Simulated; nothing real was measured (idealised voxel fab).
process module | voxel air gaps
cross-section cut | 175 nm wide | cells 5 nm
A cross-section is a grid of square cells, given in bands from the top down. A band is one or more rows of cells.
Each band's line starts with the height of the band's top and of its bottom, in nm. Then come its materials from left to right, each with its width in nm. One material with "throughout" fills the band from edge to edge. "air" is empty space.
Height 0 is the level under which the wafer as received is all one material. The lowest band goes on downwards, as in "0 down".
A width such as "30 to 40" changes by the same amount from each row of cells to the next, from the band's top row to its bottom row.
"no change" after a step means that no cell of the cross-section changed.
closed voids: empty space of 8 cells or more with no open way to the top, each as width x height at its distance from the left edge, in nm
after a step's settings: what the simulator itself notes on the step
overlay nm, on a step with a mask: how far to the right of its planned place the mask lay; to the left if negative
plan
1 op RECEIVE | material Si
2 op CONFORMAL_DEP | material SiO2 | thk nm 10
3 op CONFORMAL_DEP | material SiCN | thk nm 5
4 op DIRECTIONAL_DEP | material lowk | thk nm 40
5 op DIRECTIONAL_DEP | material aC | thk nm 15
6 op PATTERN | tone open | mask id LINES | material resist | width nm 15 | pitch nm 40 | thk nm 30 | overlay nm 0
7 op DIRECTIONAL_ETCH | etch materials aC | depth nm 15
8 op STRIP | etch materials resist
9 op DIRECTIONAL_ETCH | etch materials lowk | depth nm 40
10 op STRIP | etch materials aC
11 op CONFORMAL_DEP | material TiN | thk nm 5
12 op FILL_DEP | material W | thk nm 5
13 op CMP | height nm 55
14 op EPI | material Ru | thk nm 10
15 op SELECTIVE_ETCH | etch materials lowk | depth nm 50
16 op CONFORMAL_DEP | material SiCN | thk nm 5
first wafer, as planned
as received, after step 1
  0 down: Si throughout
  closed voids: none
after step 2
  10 to 0: SiO2 throughout
  below 0: unchanged
after step 3
  15 to 10: SiCN throughout
  below 10: unchanged
after step 4
  55 to 15: lowk throughout
  below 15: unchanged
after step 5
  70 to 55: aC throughout
  below 55: unchanged
after step 6
  100 to 70: resist 20 | air 15 | resist 25 | air 15 | resist 25 | air 15 | resist 25 | air 15 | resist 20
  below 70: unchanged
after step 7
  85 to 70: resist 20 | air 15 | resist 25 | air 15 | resist 25 | air 15 | resist 25 | air 15 | resist 20
  70 to 55: aC 20 | air 15 | aC 25 | air 15 | aC 25 | air 15 | aC 25 | air 15 | aC 20
  below 55: unchanged
after step 8
  70 to 55: aC 20 | air 15 | aC 25 | air 15 | aC 25 | air 15 | aC 25 | air 15 | aC 20
  below 55: unchanged
after step 9
  70 to 55: aC 20 | air 15 | aC 25 | air 15 | aC 25 | air 15 | aC 25 | air 15 | aC 20
  55 to 15: lowk 20 | air 15 | lowk 25 | air 15 | lowk 25 | air 15 | lowk 25 | air 15 | lowk 20
  below 15: unchanged
after step 10
  55 to 15: lowk 20 | air 15 | lowk 25 | air 15 | lowk 25 | air 15 | lowk 25 | air 15 | lowk 20
  below 15: unchanged
after step 11
  60 to 55: TiN 25 | air 5 | TiN 35 | air 5 | TiN 35 | air 5 | TiN 35 | air 5 | TiN 25
  55 to 20: lowk 20 | TiN 5 | air 5 | TiN 5 | lowk 25 | TiN 5 | air 5 | TiN 5 | lowk 25 | TiN 5 | air 5 | TiN 5 | lowk 25 | TiN 5 | air 5 | TiN 5 | lowk 20
  20 to 15: lowk 20 | TiN 15 | lowk 25 | TiN 15 | lowk 25 | TiN 15 | lowk 25 | TiN 15 | lowk 20
  below 15: unchanged
after step 12
  65 to 60: W throughout
  60 to 55: TiN 25 | W 5 | TiN 35 | W 5 | TiN 35 | W 5 | TiN 35 | W 5 | TiN 25
  55 to 20: lowk 20 | TiN 5 | W 5 | TiN 5 | lowk 25 | TiN 5 | W 5 | TiN 5 | lowk 25 | TiN 5 | W 5 | TiN 5 | lowk 25 | TiN 5 | W 5 | TiN 5 | lowk 20
  below 20: unchanged
after step 13
  55 to 20: lowk 20 | TiN 5 | W 5 | TiN 5 | lowk 25 | TiN 5 | W 5 | TiN 5 | lowk 25 | TiN 5 | W 5 | TiN 5 | lowk 25 | TiN 5 | W 5 | TiN 5 | lowk 20
  below 20: unchanged
after step 14
  65 to 55: air 10 | Ru 35 | air 5 | Ru 35 | air 5 | Ru 35 | air 5 | Ru 35 | air 10
  below 55: unchanged
after step 15
  65 to 55: air 10 | Ru 35 | air 5 | Ru 35 | air 5 | Ru 35 | air 5 | Ru 35 | air 10
  55 to 20: air 20 | TiN 5 | W 5 | TiN 5 | air 25 | TiN 5 | W 5 | TiN 5 | air 25 | TiN 5 | W 5 | TiN 5 | air 25 | TiN 5 | W 5 | TiN 5 | air 20
  20 to 15: air 20 | TiN 15 | air 25 | TiN 15 | air 25 | TiN 15 | air 25 | TiN 15 | air 20
  below 15: unchanged
after step 16
  70 to 65: air 5 | SiCN 165 | air 5
  65 to 55: air 5 | SiCN 5 | Ru 35 | SiCN 5 | Ru 35 | SiCN 5 | Ru 35 | SiCN 5 | Ru 35 | SiCN 5 | air 5
  55 to 50: air 5 | SiCN 15 | TiN 5 | W 5 | TiN 5 | SiCN 25 | TiN 5 | W 5 | TiN 5 | SiCN 25 | TiN 5 | W 5 | TiN 5 | SiCN 25 | TiN 5 | W 5 | TiN 5 | SiCN 15 | air 5
  50 to 20: air 15 | SiCN 5 | TiN 5 | W 5 | TiN 5 | SiCN 5 | air 15 | SiCN 5 | TiN 5 | W 5 | TiN 5 | SiCN 5 | air 15 | SiCN 5 | TiN 5 | W 5 | TiN 5 | SiCN 5 | air 15 | SiCN 5 | TiN 5 | W 5 | TiN 5 | SiCN 5 | air 15
  20 to 15: SiCN 20 | TiN 15 | SiCN 25 | TiN 15 | SiCN 25 | TiN 15 | SiCN 25 | TiN 15 | SiCN 20
  below 15: unchanged
  closed voids: 15 x 30 at 40; 15 x 30 at 80; 15 x 30 at 120
second wafer: like start, like plan, one mistake. Through step 2 it matches the first wafer
when step 3 should have ended: no change
when step 4 should have ended
  50 to 10: lowk throughout
  below 10: unchanged
when step 5 should have ended
  65 to 50: aC throughout
  below 50: unchanged
when step 6 should have ended
  95 to 65: resist 20 | air 15 | resist 25 | air 15 | resist 25 | air 15 | resist 25 | air 15 | resist 20
  below 65: unchanged
when step 7 should have ended
  80 to 65: resist 20 | air 15 | resist 25 | air 15 | resist 25 | air 15 | resist 25 | air 15 | resist 20
  65 to 50: aC 20 | air 15 | aC 25 | air 15 | aC 25 | air 15 | aC 25 | air 15 | aC 20
  below 50: unchanged
when step 8 should have ended
  65 to 50: aC 20 | air 15 | aC 25 | air 15 | aC 25 | air 15 | aC 25 | air 15 | aC 20
  below 50: unchanged
when step 9 should have ended
  65 to 50: aC 20 | air 15 | aC 25 | air 15 | aC 25 | air 15 | aC 25 | air 15 | aC 20
  50 to 10: lowk 20 | air 15 | lowk 25 | air 15 | lowk 25 | air 15 | lowk 25 | air 15 | lowk 20
  below 10: unchanged
when step 10 should have ended
  50 to 10: lowk 20 | air 15 | lowk 25 | air 15 | lowk 25 | air 15 | lowk 25 | air 15 | lowk 20
  below 10: unchanged
when step 11 should have ended
  55 to 50: TiN 25 | air 5 | TiN 35 | air 5 | TiN 35 | air 5 | TiN 35 | air 5 | TiN 25
  50 to 15: lowk 20 | TiN 5 | air 5 | TiN 5 | lowk 25 | TiN 5 | air 5 | TiN 5 | lowk 25 | TiN 5 | air 5 | TiN 5 | lowk 25 | TiN 5 | air 5 | TiN 5 | lowk 20
  15 to 10: lowk 20 | TiN 15 | lowk 25 | TiN 15 | lowk 25 | TiN 15 | lowk 25 | TiN 15 | lowk 20
  below 10: unchanged
when step 12 should have ended
  60 to 55: W throughout
  55 to 50: TiN 25 | W 5 | TiN 35 | W 5 | TiN 35 | W 5 | TiN 35 | W 5 | TiN 25
  50 to 15: lowk 20 | TiN 5 | W 5 | TiN 5 | lowk 25 | TiN 5 | W 5 | TiN 5 | lowk 25 | TiN 5 | W 5 | TiN 5 | lowk 25 | TiN 5 | W 5 | TiN 5 | lowk 20
  below 15: unchanged
when step 13 should have ended
  55 to 50: TiN 25 | W 5 | TiN 35 | W 5 | TiN 35 | W 5 | TiN 35 | W 5 | TiN 25
  below 50: unchanged
when step 14 should have ended
  65 to 55: Ru throughout
  below 55: unchanged
when step 15 should have ended: no change
when step 16 should have ended
  70 to 65: SiCN throughout
  below 65: unchanged
what went wrong: step 3 was left out
at the end the second wafer has, in cells: 14 more of Ru | 135 fewer of SiCN | 31 more of TiN | 4 more of W | 184 more of lowk
closed voids at the end (first wafer, second wafer): 3, 0
